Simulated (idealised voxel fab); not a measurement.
process module | voxel spacer lines
cross-section cut | 215 nm wide | cells 5 nm
A cross-section is a grid of square cells, given in bands from the top down. A band is one or more rows of cells.
Each band's line starts with the height of the band's top and of its bottom, in nm. Then come its materials from left to right, each with its width in nm. One material with "throughout" fills the band from edge to edge. "air" is empty space.
Height 0 is the level under which the wafer as received is all one material. The lowest band goes on downwards, as in "0 down".
A width such as "30 to 40" changes by the same amount from each row of cells to the next, from the band's top row to its bottom row.
"no change" after a step means that no cell of the cross-section changed.
closed voids: empty space of 8 cells or more with no open way to the top, each as width x height at its distance from the left edge, in nm
after a step's settings: what the simulator itself notes on the step
overlay nm, on a step with a mask: how far to the right of its planned place the mask lay; to the left if negative
plan
1 op RECEIVE | material Si
2 op CONFORMAL_DEP | material Al2O3 | thk nm 10
3 op DIRECTIONAL_DEP | material SiN | thk nm 15
4 op DIRECTIONAL_DEP | material aC | thk nm 30
5 op PATTERN | tone cover | mask id MANDREL | material resist | width nm 15 | pitch nm 60 | thk nm 40 | overlay nm 0
6 op DIRECTIONAL_ETCH | etch materials aC | depth nm 30
7 op STRIP | etch materials resist
8 op CONFORMAL_DEP | material SiO2 | thk nm 15
9 op DIRECTIONAL_ETCH | etch materials SiO2 | depth nm 15
10 op STRIP | etch materials aC
11 op DIRECTIONAL_ETCH | etch materials SiN | depth nm 15
12 op STRIP | etch materials SiO2
as received, after step 1
  0 down: Si throughout
  closed voids: none
a wafer at the end: this start, this plan, one mistake
  25 to 10: air 50 | SiN 15 | air 15 | SiN 15 | air 15 | SiN 15 | air 15 | SiN 15 | air 60
  10 to 0: Al2O3 throughout
  0 down: Si throughout
  closed voids: none
what went wrong: step 5 ran as: op PATTERN | tone cover | mask id MANDREL | material resist | width nm 15 | pitch nm 60 | thk nm 40 | overlay nm -5
